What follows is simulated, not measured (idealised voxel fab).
process module | voxel capacitor over wiring
cross-section cut | 235 nm wide | cells 5 nm
A cross-section is a grid of square cells, given in bands from the top down. A band is one or more rows of cells.
Each band's line starts with the height of the band's top and of its bottom, in nm. Then come its materials from left to right, each with its width in nm. One material with "throughout" fills the band from edge to edge. "air" is empty space.
Height 0 is the level under which the wafer as received is all one material. The lowest band goes on downwards, as in "0 down".
A width such as "30 to 40" changes by the same amount from each row of cells to the next, from the band's top row to its bottom row.
"no change" after a step means that no cell of the cross-section changed.
closed voids: empty space of 8 cells or more with no open way to the top, each as width x height at its distance from the left edge, in nm
after a step's settings: what the simulator itself notes on the step
overlay nm, on a step with a mask: how far to the right of its planned place the mask lay; to the left if negative
plan
1 op RECEIVE | material Si
2 op CONFORMAL_DEP | material SiO2 | thk nm 10
3 op CONFORMAL_DEP | material SiCN | thk nm 5
4 op DIRECTIONAL_DEP | material SiO2 | thk nm 15
5 op PATTERN | tone open | mask id METAL_1 | material resist | width nm 30 | pitch nm 100 | thk nm 20 | overlay nm 0
6 op DIRECTIONAL_ETCH | etch materials SiO2 | depth nm 15
7 op DIRECTIONAL_ETCH | etch materials SiCN | depth nm 5
8 op STRIP | etch materials resist
9 op CONFORMAL_DEP | material TiN | thk nm 5
10 op FILL_DEP | material Cu | thk nm 5
11 op CMP | height nm 30
12 op CONFORMAL_DEP | material SiCN | thk nm 5
13 op DIRECTIONAL_DEP | material lowk | thk nm 15
14 op MASKED_ETCH | tone open | mask id PLUG_1 | width nm 15 | etch materials lowk | depth nm 15 | overlay nm 0
15 op MASKED_ETCH | tone open | mask id PLUG_1 | width nm 15 | etch materials SiCN | depth nm 5 | overlay nm 0
16 op EPI | material Ru | thk nm 10
17 op EPI | material Ru | thk nm 10
18 op DIRECTIONAL_DEP | material TiN | thk nm 5
19 op DIRECTIONAL_DEP | material Al2O3 | thk nm 5
20 op DIRECTIONAL_DEP | material TiN | thk nm 5
21 op MASKED_ETCH | tone cover | mask id UPPER_PLATE | width nm 75 | etch materials TiN | depth nm 5 | overlay nm 0
22 op MASKED_ETCH | tone cover | mask id UPPER_PLATE | width nm 75 | etch materials Al2O3 | depth nm 5 | overlay nm 0
23 op PATTERN | tone cover | mask id LOWER_PLATE | material resist | width nm 85 | thk nm 15 | overlay nm 0
24 op DIRECTIONAL_ETCH | etch materials TiN | depth nm 5
25 op STRIP | etch materials resist
26 op FILL_DEP | material SiO2 | thk nm 15
27 op CMP | height nm 75
28 op DIRECTIONAL_DEP | material aC | thk nm 10
29 op PATTERN | tone open | mask id PLUG_2 | material resist | width nm 15 | thk nm 30 | overlay nm 0
30 op DIRECTIONAL_ETCH | etch materials aC | depth nm 10
31 op STRIP | etch materials resist
32 op DIRECTIONAL_ETCH | etch materials SiO2 | depth nm 10
33 op STRIP | etch materials aC
34 op CONFORMAL_DEP | material TiN | thk nm 5
35 op FILL_DEP | material Cu | thk nm 10
36 op CMP | height nm 75
37 op CONFORMAL_DEP | material SiCN | thk nm 5
first wafer, as planned
as received, after step 1
  0 down: Si throughout
  closed voids: none
after step 2
  10 to 0: SiO2 throughout
  below 0: unchanged
after step 3
  15 to 10: SiCN throughout
  below 10: unchanged
after step 4
  30 to 15: SiO2 throughout
  below 15: unchanged
after step 5
  50 to 30: resist 50 | air 30 | resist 70 | air 30 | resist 55
  below 30: unchanged
after step 6
  50 to 30: resist 50 | air 30 | resist 70 | air 30 | resist 55
  30 to 15: SiO2 50 | air 30 | SiO2 70 | air 30 | SiO2 55
  below 15: unchanged
after step 7
  50 to 30: resist 50 | air 30 | resist 70 | air 30 | resist 55
  30 to 15: SiO2 50 | air 30 | SiO2 70 | air 30 | SiO2 55
  15 to 10: SiCN 50 | air 30 | SiCN 70 | air 30 | SiCN 55
  below 10: unchanged
after step 8
  30 to 15: SiO2 50 | air 30 | SiO2 70 | air 30 | SiO2 55
  below 15: unchanged
after step 9
  35 to 30: TiN 55 | air 20 | TiN 80 | air 20 | TiN 60
  30 to 15: SiO2 50 | TiN 5 | air 20 | TiN 5 | SiO2 70 | TiN 5 | air 20 | TiN 5 | SiO2 55
  15 to 10: SiCN 50 | TiN 30 | SiCN 70 | TiN 30 | SiCN 55
  below 10: unchanged
after step 10
  40 to 35: Cu throughout
  35 to 30: TiN 55 | Cu 20 | TiN 80 | Cu 20 | TiN 60
  30 to 15: SiO2 50 | TiN 5 | Cu 20 | TiN 5 | SiO2 70 | TiN 5 | Cu 20 | TiN 5 | SiO2 55
  below 15: unchanged
after step 11
  30 to 15: SiO2 50 | TiN 5 | Cu 20 | TiN 5 | SiO2 70 | TiN 5 | Cu 20 | TiN 5 | SiO2 55
  below 15: unchanged
after step 12
  35 to 30: SiCN throughout
  below 30: unchanged
after step 13
  50 to 35: lowk throughout
  below 35: unchanged
after step 14
  50 to 35: lowk 65 | air 15 | lowk 155
  below 35: unchanged
after step 15
  50 to 35: lowk 65 | air 15 | lowk 155
  35 to 30: SiCN 65 | air 15 | SiCN 155
  below 30: unchanged
after step 16
  50 to 40: lowk 65 | air 15 | lowk 155
  40 to 35: lowk 65 | Ru 15 | lowk 155
  35 to 30: SiCN 65 | Ru 15 | SiCN 155
  below 30: unchanged
after step 17
  50 to 35: lowk 65 | Ru 15 | lowk 155
  below 35: unchanged
after step 18
  55 to 50: TiN throughout
  below 50: unchanged
after step 19
  60 to 55: Al2O3 throughout
  below 55: unchanged
after step 20
  65 to 60: TiN throughout
  below 60: unchanged
after step 21
  65 to 60: air 65 | TiN 75 | air 95
  below 60: unchanged
after step 22
  65 to 60: air 65 | TiN 75 | air 95
  60 to 55: air 65 | Al2O3 75 | air 95
  below 55: unchanged
after step 23
  80 to 65: air 60 | resist 85 | air 90
  65 to 60: air 60 | resist 5 | TiN 75 | resist 5 | air 90
  60 to 55: air 60 | resist 5 | Al2O3 75 | resist 5 | air 90
  below 55: unchanged
after step 24
  80 to 65: air 60 | resist 85 | air 90
  65 to 60: air 60 | resist 5 | TiN 75 | resist 5 | air 90
  60 to 55: air 60 | resist 5 | Al2O3 75 | resist 5 | air 90
  55 to 50: air 60 | TiN 85 | air 90
  below 50: unchanged
after step 25
  65 to 60: air 65 | TiN 75 | air 95
  60 to 55: air 65 | Al2O3 75 | air 95
  below 55: unchanged
after step 26
  80 to 65: SiO2 throughout
  65 to 60: SiO2 65 | TiN 75 | SiO2 95
  60 to 55: SiO2 65 | Al2O3 75 | SiO2 95
  55 to 50: SiO2 60 | TiN 85 | SiO2 90
  below 50: unchanged
after step 27
  75 to 65: SiO2 throughout
  below 65: unchanged
after step 28
  85 to 75: aC throughout
  below 75: unchanged
after step 29
  115 to 85: resist 75 | air 15 | resist 145
  below 85: unchanged
after step 30
  105 to 85: resist 75 | air 15 | resist 145
  85 to 75: aC 75 | air 15 | aC 145
  below 75: unchanged
after step 31
  85 to 75: aC 75 | air 15 | aC 145
  below 75: unchanged
after step 32
  85 to 75: aC 75 | air 15 | aC 145
  75 to 65: SiO2 75 | air 15 | SiO2 145
  below 65: unchanged
after step 33
  75 to 65: SiO2 75 | air 15 | SiO2 145
  below 65: unchanged
after step 34
  80 to 75: TiN 80 | air 5 | TiN 150
  75 to 70: SiO2 75 | TiN 5 | air 5 | TiN 5 | SiO2 145
  70 to 60: SiO2 75 to 65 | TiN 15 to 75 | SiO2 145 to 95
  below 60: unchanged
after step 35
  90 to 80: Cu throughout
  80 to 75: TiN 80 | Cu 5 | TiN 150
  75 to 70: SiO2 75 | TiN 5 | Cu 5 | TiN 5 | SiO2 145
  below 70: unchanged
after step 36
  75 to 70: SiO2 75 | TiN 5 | Cu 5 | TiN 5 | SiO2 145
  below 70: unchanged
after step 37
  80 to 75: SiCN throughout
  below 75: unchanged
second wafer: like start, like plan, one mistake. Through step 1 it matches the first wafer
when step 2 should have ended: no change
when step 3 should have ended
  5 to 0: SiCN throughout
  below 0: unchanged
when step 4 should have ended
  20 to 5: SiO2 throughout
  below 5: unchanged
when step 5 should have ended
  40 to 20: resist 50 | air 30 | resist 70 | air 30 | resist 55
  below 20: unchanged
when step 6 should have ended
  40 to 20: resist 50 | air 30 | resist 70 | air 30 | resist 55
  20 to 5: SiO2 50 | air 30 | SiO2 70 | air 30 | SiO2 55
  below 5: unchanged
when step 7 should have ended
  40 to 20: resist 50 | air 30 | resist 70 | air 30 | resist 55
  20 to 5: SiO2 50 | air 30 | SiO2 70 | air 30 | SiO2 55
  5 to 0: SiCN 50 | air 30 | SiCN 70 | air 30 | SiCN 55
  below 0: unchanged
when step 8 should have ended
  20 to 5: SiO2 50 | air 30 | SiO2 70 | air 30 | SiO2 55
  below 5: unchanged
when step 9 should have ended
  25 to 20: TiN 55 | air 20 | TiN 80 | air 20 | TiN 60
  20 to 5: SiO2 50 | TiN 5 | air 20 | TiN 5 | SiO2 70 | TiN 5 | air 20 | TiN 5 | SiO2 55
  5 to 0: SiCN 50 | TiN 30 | SiCN 70 | TiN 30 | SiCN 55
  below 0: unchanged
when step 10 should have ended
  30 to 25: Cu throughout
  25 to 20: TiN 55 | Cu 20 | TiN 80 | Cu 20 | TiN 60
  20 to 5: SiO2 50 | TiN 5 | Cu 20 | TiN 5 | SiO2 70 | TiN 5 | Cu 20 | TiN 5 | SiO2 55
  below 5: unchanged
when step 11 should have ended: no change
when step 12 should have ended
  35 to 30: SiCN throughout
  below 30: unchanged
when step 13 should have ended
  50 to 35: lowk throughout
  below 35: unchanged
when step 14 should have ended
  50 to 35: lowk 65 | air 15 | lowk 155
  below 35: unchanged
when step 15 should have ended
  50 to 35: lowk 65 | air 15 | lowk 155
  35 to 30: SiCN 65 | air 15 | SiCN 155
  below 30: unchanged
when step 16 should have ended
  50 to 40: lowk 65 | air 15 | lowk 155
  40 to 35: lowk 65 | Ru 15 | lowk 155
  35 to 30: SiCN 65 | Ru 15 | SiCN 155
  below 30: unchanged
when step 17 should have ended
  50 to 35: lowk 65 | Ru 15 | lowk 155
  below 35: unchanged
when step 18 should have ended
  55 to 50: TiN throughout
  below 50: unchanged
when step 19 should have ended
  60 to 55: Al2O3 throughout
  below 55: unchanged
when step 20 should have ended
  65 to 60: TiN throughout
  below 60: unchanged
when step 21 should have ended
  65 to 60: air 65 | TiN 75 | air 95
  below 60: unchanged
when step 22 should have ended
  65 to 60: air 65 | TiN 75 | air 95
  60 to 55: air 65 | Al2O3 75 | air 95
  below 55: unchanged
when step 23 should have ended
  80 to 65: air 60 | resist 85 | air 90
  65 to 60: air 60 | resist 5 | TiN 75 | resist 5 | air 90
  60 to 55: air 60 | resist 5 | Al2O3 75 | resist 5 | air 90
  below 55: unchanged
when step 24 should have ended
  80 to 65: air 60 | resist 85 | air 90
  65 to 60: air 60 | resist 5 | TiN 75 | resist 5 | air 90
  60 to 55: air 60 | resist 5 | Al2O3 75 | resist 5 | air 90
  55 to 50: air 60 | TiN 85 | air 90
  below 50: unchanged
when step 25 should have ended
  65 to 60: air 65 | TiN 75 | air 95
  60 to 55: air 65 | Al2O3 75 | air 95
  below 55: unchanged
when step 26 should have ended
  80 to 65: SiO2 throughout
  65 to 60: SiO2 65 | TiN 75 | SiO2 95
  60 to 55: SiO2 65 | Al2O3 75 | SiO2 95
  55 to 50: SiO2 60 | TiN 85 | SiO2 90
  below 50: unchanged
when step 27 should have ended
  75 to 65: SiO2 throughout
  below 65: unchanged
when step 28 should have ended
  85 to 75: aC throughout
  below 75: unchanged
when step 29 should have ended
  115 to 85: resist 75 | air 15 | resist 145
  below 85: unchanged
when step 30 should have ended
  105 to 85: resist 75 | air 15 | resist 145
  85 to 75: aC 75 | air 15 | aC 145
  below 75: unchanged
when step 31 should have ended
  85 to 75: aC 75 | air 15 | aC 145
  below 75: unchanged
when step 32 should have ended
  85 to 75: aC 75 | air 15 | aC 145
  75 to 65: SiO2 75 | air 15 | SiO2 145
  below 65: unchanged
when step 33 should have ended
  75 to 65: SiO2 75 | air 15 | SiO2 145
  below 65: unchanged
when step 34 should have ended
  80 to 75: TiN 80 | air 5 | TiN 150
  75 to 70: SiO2 75 | TiN 5 | air 5 | TiN 5 | SiO2 145
  70 to 60: SiO2 75 to 65 | TiN 15 to 75 | SiO2 145 to 95
  below 60: unchanged
when step 35 should have ended
  90 to 80: Cu throughout
  80 to 75: TiN 80 | Cu 5 | TiN 150
  75 to 70: SiO2 75 | TiN 5 | Cu 5 | TiN 5 | SiO2 145
  below 70: unchanged
when step 36 should have ended
  75 to 70: SiO2 75 | TiN 5 | Cu 5 | TiN 5 | SiO2 145
  below 70: unchanged
when step 37 should have ended
  80 to 75: SiCN throughout
  below 75: unchanged
what went wrong: step 2 was left out
at the end the second wafer has, in cells: 55 more of Cu | 94 fewer of SiO2 | 39 more of TiN
